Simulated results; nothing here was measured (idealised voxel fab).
process module | voxel self aligned vias
cross-section cut | 290 nm wide | cells 5 nm
A cross-section is a grid of square cells, given in bands from the top down. A band is one or more rows of cells.
Each band's line starts with the height of the band's top and of its bottom, in nm. Then come its materials from left to right, each with its width in nm. One material with "throughout" fills the band from edge to edge. "air" is empty space.
Height 0 is the level under which the wafer as received is all one material. The lowest band goes on downwards, as in "0 down".
A width such as "30 to 40" changes by the same amount from each row of cells to the next, from the band's top row to its bottom row.
"no change" after a step means that no cell of the cross-section changed.
closed voids: empty space of 8 cells or more with no open way to the top, each as width x height at its distance from the left edge, in nm
after a step's settings: what the simulator itself notes on the step
overlay nm, on a step with a mask: how far to the right of its planned place the mask lay; to the left if negative
plan
1 op RECEIVE | material Si
2 op CONFORMAL_DEP | material SiO2 | thk nm 15
3 op CONFORMAL_DEP | material SiCN | thk nm 5
4 op DIRECTIONAL_DEP | material lowk | thk nm 30
5 op DIRECTIONAL_DEP | material aC | thk nm 15
6 op PATTERN | tone open | mask id LINES | material resist | width nm 25 | pitch nm 60 | thk nm 35 | overlay nm 0
7 op DIRECTIONAL_ETCH | etch materials aC | depth nm 15
8 op STRIP | etch materials resist
9 op DIRECTIONAL_ETCH | etch materials lowk | depth nm 30
10 op STRIP | etch materials aC
11 op CONFORMAL_DEP | material TiN | thk nm 5
12 op FILL_DEP | material W | thk nm 10
13 op CMP | height nm 50
14 op SELECTIVE_ETCH | etch materials W Ru TiN | depth nm 5
15 op FILL_DEP | material SiN | thk nm 10
16 op CMP | height nm 50
17 op DIRECTIONAL_DEP | material lowk | thk nm 15
18 op MASKED_ETCH | tone open | mask id VIAS | width nm 45 | pitch nm 60 | etch materials lowk | depth nm 15 | overlay nm 0
19 op MASKED_ETCH | tone open | mask id VIAS | width nm 45 | pitch nm 60 | etch materials SiN | depth nm 5 | overlay nm 0
20 op CONFORMAL_DEP | material TiN | thk nm 5
21 op FILL_DEP | material Cu | thk nm 5
22 op CMP | height nm 65
23 op CONFORMAL_DEP | material SiCN | thk nm 5
first wafer, as planned
as received, after step 1
  0 down: Si throughout
  closed voids: none
after step 2
  15 to 0: SiO2 throughout
  below 0: unchanged
after step 3
  20 to 15: SiCN throughout
  below 15: unchanged
after step 4
  50 to 20: lowk throughout
  below 20: unchanged
after step 5
  65 to 50: aC throughout
  below 50: unchanged
after step 6
  100 to 65: resist 70 | air 25 | resist 35 | air 25 | resist 35 | air 25 | resist 75
  below 65: unchanged
after step 7
  85 to 65: resist 70 | air 25 | resist 35 | air 25 | resist 35 | air 25 | resist 75
  65 to 50: aC 70 | air 25 | aC 35 | air 25 | aC 35 | air 25 | aC 75
  below 50: unchanged
after step 8
  65 to 50: aC 70 | air 25 | aC 35 | air 25 | aC 35 | air 25 | aC 75
  below 50: unchanged
after step 9
  65 to 50: aC 70 | air 25 | aC 35 | air 25 | aC 35 | air 25 | aC 75
  50 to 20: lowk 70 | air 25 | lowk 35 | air 25 | lowk 35 | air 25 | lowk 75
  below 20: unchanged
after step 10
  50 to 20: lowk 70 | air 25 | lowk 35 | air 25 | lowk 35 | air 25 | lowk 75
  below 20: unchanged
after step 11
  55 to 50: TiN 75 | air 15 | TiN 45 | air 15 | TiN 45 | air 15 | TiN 80
  50 to 25: lowk 70 | TiN 5 | air 15 | TiN 5 | lowk 35 | TiN 5 | air 15 | TiN 5 | lowk 35 | TiN 5 | air 15 | TiN 5 | lowk 75
  25 to 20: lowk 70 | TiN 25 | lowk 35 | TiN 25 | lowk 35 | TiN 25 | lowk 75
  below 20: unchanged
after step 12
  65 to 55: W throughout
  55 to 50: TiN 75 | W 15 | TiN 45 | W 15 | TiN 45 | W 15 | TiN 80
  50 to 25: lowk 70 | TiN 5 | W 15 | TiN 5 | lowk 35 | TiN 5 | W 15 | TiN 5 | lowk 35 | TiN 5 | W 15 | TiN 5 | lowk 75
  below 25: unchanged
after step 13
  50 to 25: lowk 70 | TiN 5 | W 15 | TiN 5 | lowk 35 | TiN 5 | W 15 | TiN 5 | lowk 35 | TiN 5 | W 15 | TiN 5 | lowk 75
  below 25: unchanged
after step 14
  50 to 45: lowk 70 | air 25 | lowk 35 | air 25 | lowk 35 | air 25 | lowk 75
  below 45: unchanged
after step 15
  60 to 50: SiN throughout
  50 to 45: lowk 70 | SiN 25 | lowk 35 | SiN 25 | lowk 35 | SiN 25 | lowk 75
  below 45: unchanged
after step 16
  50 to 45: lowk 70 | SiN 25 | lowk 35 | SiN 25 | lowk 35 | SiN 25 | lowk 75
  below 45: unchanged
after step 17
  65 to 50: lowk throughout
  below 50: unchanged
after step 18
  65 to 50: lowk 60 | air 45 | lowk 15 | air 45 | lowk 15 | air 45 | lowk 65
  below 50: unchanged
after step 19
  65 to 50: lowk 60 | air 45 | lowk 15 | air 45 | lowk 15 | air 45 | lowk 65
  50 to 45: lowk 70 | air 25 | lowk 35 | air 25 | lowk 35 | air 25 | lowk 75
  below 45: unchanged
after step 20
  70 to 65: TiN 65 | air 35 | TiN 25 | air 35 | TiN 25 | air 35 | TiN 70
  65 to 55: lowk 60 | TiN 5 | air 35 | TiN 5 | lowk 15 | TiN 5 | air 35 | TiN 5 | lowk 15 | TiN 5 | air 35 | TiN 5 | lowk 65
  55 to 50: lowk 60 | TiN 15 | air 15 | TiN 15 | lowk 15 | TiN 15 | air 15 | TiN 15 | lowk 15 | TiN 15 | air 15 | TiN 15 | lowk 65
  50 to 45: lowk 70 | TiN 25 | lowk 35 | TiN 25 | lowk 35 | TiN 25 | lowk 75
  below 45: unchanged
after step 21
  75 to 70: Cu throughout
  70 to 65: TiN 65 | Cu 35 | TiN 25 | Cu 35 | TiN 25 | Cu 35 | TiN 70
  65 to 55: lowk 60 | TiN 5 | Cu 35 | TiN 5 | lowk 15 | TiN 5 | Cu 35 | TiN 5 | lowk 15 | TiN 5 | Cu 35 | TiN 5 | lowk 65
  55 to 50: lowk 60 | TiN 15 | Cu 15 | TiN 15 | lowk 15 | TiN 15 | Cu 15 | TiN 15 | lowk 15 | TiN 15 | Cu 15 | TiN 15 | lowk 65
  below 50: unchanged
after step 22
  65 to 55: lowk 60 | TiN 5 | Cu 35 | TiN 5 | lowk 15 | TiN 5 | Cu 35 | TiN 5 | lowk 15 | TiN 5 | Cu 35 | TiN 5 | lowk 65
  below 55: unchanged
after step 23
  70 to 65: SiCN throughout
  below 65: unchanged
second wafer: like start, like plan, one mistake. Through step 5 it matches the first wafer
when step 6 should have ended
  100 to 65: resist 65 | air 25 | resist 35 | air 25 | resist 35 | air 25 | resist 80
  below 65: unchanged
when step 7 should have ended
  85 to 65: resist 65 | air 25 | resist 35 | air 25 | resist 35 | air 25 | resist 80
  65 to 50: aC 65 | air 25 | aC 35 | air 25 | aC 35 | air 25 | aC 80
  below 50: unchanged
when step 8 should have ended
  65 to 50: aC 65 | air 25 | aC 35 | air 25 | aC 35 | air 25 | aC 80
  below 50: unchanged
when step 9 should have ended
  65 to 50: aC 65 | air 25 | aC 35 | air 25 | aC 35 | air 25 | aC 80
  50 to 20: lowk 65 | air 25 | lowk 35 | air 25 | lowk 35 | air 25 | lowk 80
  below 20: unchanged
when step 10 should have ended
  50 to 20: lowk 65 | air 25 | lowk 35 | air 25 | lowk 35 | air 25 | lowk 80
  below 20: unchanged
when step 11 should have ended
  55 to 50: TiN 70 | air 15 | TiN 45 | air 15 | TiN 45 | air 15 | TiN 85
  50 to 25: lowk 65 | TiN 5 | air 15 | TiN 5 | lowk 35 | TiN 5 | air 15 | TiN 5 | lowk 35 | TiN 5 | air 15 | TiN 5 | lowk 80
  25 to 20: lowk 65 | TiN 25 | lowk 35 | TiN 25 | lowk 35 | TiN 25 | lowk 80
  below 20: unchanged
when step 12 should have ended
  65 to 55: W throughout
  55 to 50: TiN 70 | W 15 | TiN 45 | W 15 | TiN 45 | W 15 | TiN 85
  50 to 25: lowk 65 | TiN 5 | W 15 | TiN 5 | lowk 35 | TiN 5 | W 15 | TiN 5 | lowk 35 | TiN 5 | W 15 | TiN 5 | lowk 80
  below 25: unchanged
when step 13 should have ended
  50 to 25: lowk 65 | TiN 5 | W 15 | TiN 5 | lowk 35 | TiN 5 | W 15 | TiN 5 | lowk 35 | TiN 5 | W 15 | TiN 5 | lowk 80
  below 25: unchanged
when step 14 should have ended
  50 to 45: lowk 65 | air 25 | lowk 35 | air 25 | lowk 35 | air 25 | lowk 80
  below 45: unchanged
when step 15 should have ended
  60 to 50: SiN throughout
  50 to 45: lowk 65 | SiN 25 | lowk 35 | SiN 25 | lowk 35 | SiN 25 | lowk 80
  below 45: unchanged
when step 16 should have ended
  50 to 45: lowk 65 | SiN 25 | lowk 35 | SiN 25 | lowk 35 | SiN 25 | lowk 80
  below 45: unchanged
when step 17 should have ended
  65 to 50: lowk throughout
  below 50: unchanged
when step 18 should have ended
  65 to 50: lowk 60 | air 45 | lowk 15 | air 45 | lowk 15 | air 45 | lowk 65
  below 50: unchanged
when step 19 should have ended
  65 to 50: lowk 60 | air 45 | lowk 15 | air 45 | lowk 15 | air 45 | lowk 65
  50 to 45: lowk 65 | air 25 | lowk 35 | air 25 | lowk 35 | air 25 | lowk 80
  below 45: unchanged
when step 20 should have ended
  70 to 65: TiN 65 | air 35 | TiN 25 | air 35 | TiN 25 | air 35 | TiN 70
  65 to 55: lowk 60 | TiN 5 | air 35 | TiN 5 | lowk 15 | TiN 5 | air 35 | TiN 5 | lowk 15 | TiN 5 | air 35 | TiN 5 | lowk 65
  55 to 50: lowk 60 | TiN 10 | air 15 | TiN 20 | lowk 15 | TiN 10 | air 15 | TiN 20 | lowk 15 | TiN 10 | air 15 | TiN 20 | lowk 65
  50 to 45: lowk 65 | TiN 25 | lowk 35 | TiN 25 | lowk 35 | TiN 25 | lowk 80
  below 45: unchanged
when step 21 should have ended
  75 to 70: Cu throughout
  70 to 65: TiN 65 | Cu 35 | TiN 25 | Cu 35 | TiN 25 | Cu 35 | TiN 70
  65 to 55: lowk 60 | TiN 5 | Cu 35 | TiN 5 | lowk 15 | TiN 5 | Cu 35 | TiN 5 | lowk 15 | TiN 5 | Cu 35 | TiN 5 | lowk 65
  55 to 50: lowk 60 | TiN 10 | Cu 15 | TiN 20 | lowk 15 | TiN 10 | Cu 15 | TiN 20 | lowk 15 | TiN 10 | Cu 15 | TiN 20 | lowk 65
  below 50: unchanged
when step 22 should have ended
  65 to 55: lowk 60 | TiN 5 | Cu 35 | TiN 5 | lowk 15 | TiN 5 | Cu 35 | TiN 5 | lowk 15 | TiN 5 | Cu 35 | TiN 5 | lowk 65
  below 55: unchanged
when step 23 should have ended
  70 to 65: SiCN throughout
  below 65: unchanged
what went wrong: step 6 ran as: op PATTERN | tone open | mask id LINES | material resist | width nm 25 | pitch nm 60 | thk nm 35 | overlay nm -5
at the end the second wafer has, in cells: as many of each material as the first, in other places
